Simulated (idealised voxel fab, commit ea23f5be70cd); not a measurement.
Process module name: voxel capacitor over wiring
The cross-section shown here is cut; it is 235 nm wide and divided into square cells measuring 5 nm on a side.
Reading order for cross-sections: top band down to bottom band. Underlying form: a grid of square cells. Band size: one or more rows of cells. Within each band entry, the heights of the top and of the bottom of the band appear first, in that order and in nm; the materials of the band then follow from left to right, each with its corresponding width in nm. The designation "full width" on a single material indicates that it fills the band from edge to edge; the designation "blank" indicates empty space. Height 0 is the level under which the wafer as received is all one material. The lowest band goes on downwards, as in "z 0 and below". Quick explanation for "30 to 40": the width changes in equal steps down the rows of cells, from the first number in the band's top row to the second number in its bottom row. No cell of the cross-section changed in a step that is given as "remained the same". Entry "Closed void entries". Content: empty spaces with no open connection to the top, size 8 cells or greater. Each: width x height at distance. Distance: from left edge. Unit: nm. after a step's settings: what the simulator itself notes on the step. "overlay nm" on a masked step: distance the mask lay right of its planned place, negative for left.
### Below is the list of planned process steps
| 1 | op RECEIVE | material Si |
| 2 | op CONFORMAL_DEP | material SiO2 | thk nm 10 |
| 3 | op CONFORMAL_DEP | material SiCN | thk nm 5 |
| 4 | op DIRECTIONAL_DEP | material lowk | thk nm 15 |
| 5 | op MASKED_ETCH | tone open | mask id METAL_1 | width nm 25 | pitch nm 90 | etch materials lowk | depth nm 15 | overlay nm 0 |
| 6 | op MASKED_ETCH | tone open | mask id METAL_1 | width nm 25 | pitch nm 90 | etch materials SiCN | depth nm 5 | overlay nm 0 |
| 7 | op CONFORMAL_DEP | material TiN | thk nm 5 |
| 8 | op FILL_DEP | material Ru | thk nm 5 |
| 9 | op CMP | height nm 30 |
| 10 | op CONFORMAL_DEP | material SiCN | thk nm 5 |
| 11 | op DIRECTIONAL_DEP | material SiO2 | thk nm 10 |
| 12 | op DIRECTIONAL_DEP | material aC | thk nm 10 |
| 13 | op PATTERN | tone open | mask id PLUG_1 | material resist | width nm 15 | thk nm 25 | overlay nm 0 |
| 14 | op DIRECTIONAL_ETCH | etch materials aC | depth nm 10 |
| 15 | op STRIP | etch materials resist |
| 16 | op DIRECTIONAL_ETCH | etch materials SiO2 | depth nm 10 |
| 17 | op DIRECTIONAL_ETCH | etch materials SiCN | depth nm 5 |
| 18 | op STRIP | etch materials aC |
| 19 | op EPI | material Ru | thk nm 10 |
| 20 | op EPI | material Ru | thk nm 5 |
| 21 | op DIRECTIONAL_DEP | material TiN | thk nm 10 |
| 22 | op DIRECTIONAL_DEP | material Al2O3 | thk nm 5 |
| 23 | op DIRECTIONAL_DEP | material TiN | thk nm 5 |
| 24 | op MASKED_ETCH | tone cover | mask id UPPER_PLATE | width nm 70 | etch materials TiN | depth nm 5 | overlay nm 0 |
| 25 | op MASKED_ETCH | tone cover | mask id UPPER_PLATE | width nm 60 | etch materials Al2O3 | depth nm 5 | overlay nm 0 |
| 26 | op MASKED_ETCH | tone cover | mask id LOWER_PLATE | width nm 80 | etch materials TiN | depth nm 10 | overlay nm 0 |
| 27 | op FILL_DEP | material SiO2 | thk nm 20 |
| 28 | op CMP | height nm 80 |
| 29 | op MASKED_ETCH | tone open | mask id PLUG_2 | width nm 15 | etch materials SiO2 | depth nm 15 | overlay nm 0 |
| 30 | op CONFORMAL_DEP | material TiN | thk nm 5 |
| 31 | op FILL_DEP | material W | thk nm 10 |
| 32 | op CMP | height nm 80 |
| 33 | op CONFORMAL_DEP | material SiN | thk nm 5 |
Where the wafers of this document differ is in the width nm of step 25; they start out the same, and the plan states the value that applied to the first wafer.
### The first of several wafers, as received after step 1, seen in section
* z 0 and below  Si full width
* Closed void entries: none
### Here's the first of several wafers in cross-section, end of the module, after the last step, step 33
* z 85 to 80  SiN full width
* z 80 to 70  80 SiO2 | 5 TiN | 5 W | 5 TiN | 140 SiO2
* z 70 to 60  80 to 70 SiO2 | 15 to 70 TiN | 140 to 95 SiO2
* z 60 to 55  70 SiO2 | 70 Al2O3 | 95 SiO2
* z 55 to 45  65 SiO2 | 80 TiN | 90 SiO2
* z 45 to 35  70 SiO2 | 15 Ru | 150 SiO2
* z 35 to 30  70 SiCN | 15 Ru | 150 SiCN
* z 30 to 15  60 lowk | 5 TiN | 15 Ru | 5 TiN | 65 lowk | 5 TiN | 15 Ru | 5 TiN | 60 lowk
* z 15 to 10  60 SiCN | 25 TiN | 65 SiCN | 25 TiN | 60 SiCN
* z 10 to 0  SiO2 full width
* z 0 and below  Si full width
* Closed void entries: none
### Cross-sectional depiction of the last of several wafers upon completion of the module
* z 85 to 80  SiN full width
* z 80 to 70  80 SiO2 | 5 TiN | 5 W | 5 TiN | 140 SiO2
* z 70 to 60  80 to 70 SiO2 | 15 to 70 TiN | 140 to 95 SiO2
* z 60 to 55  65 SiO2 | 85 Al2O3 | 85 SiO2
* z 55 to 45  65 SiO2 | 85 TiN | 85 SiO2
* z 45 to 35  70 SiO2 | 15 Ru | 150 SiO2
* z 35 to 30  70 SiCN | 15 Ru | 150 SiCN
* z 30 to 15  60 lowk | 5 TiN | 15 Ru | 5 TiN | 65 lowk | 5 TiN | 15 Ru | 5 TiN | 60 lowk
* z 15 to 10  60 SiCN | 25 TiN | 65 SiCN | 25 TiN | 60 SiCN
* z 10 to 0  SiO2 full width
* z 0 and below  Si full width
* Closed void entries: none
### Here is how to read the rows: every wafer has a row, and it shows the wafer at the end of the module, giving for each material how many cells were gained (+) or lost (-) since the wafer was received, then listing its closed voids
width nm 60, +14 Al2O3, +27 Ru, +81 SiCN, +47 SiN, +442 SiO2, +75 TiN, +2 W, +111 lowk, Closed void entries: none
width nm 65, +14 Al2O3, +27 Ru, +81 SiCN, +47 SiN, +442 SiO2, +75 TiN, +2 W, +111 lowk, Closed void entries: none
width nm 70, +14 Al2O3, +27 Ru, +81 SiCN, +47 SiN, +442 SiO2, +75 TiN, +2 W, +111 lowk, Closed void entries: none
width nm 75, +15 Al2O3, +27 Ru, +81 SiCN, +47 SiN, +441 SiO2, +75 TiN, +2 W, +111 lowk, Closed void entries: none
width nm 80, +16 Al2O3, +27 Ru, +81 SiCN, +47 SiN, +440 SiO2, +75 TiN, +2 W, +111 lowk, Closed void entries: none
width nm 85, +17 Al2O3, +27 Ru, +81 SiCN, +47 SiN, +437 SiO2, +77 TiN, +2 W, +111 lowk, Closed void entries: none
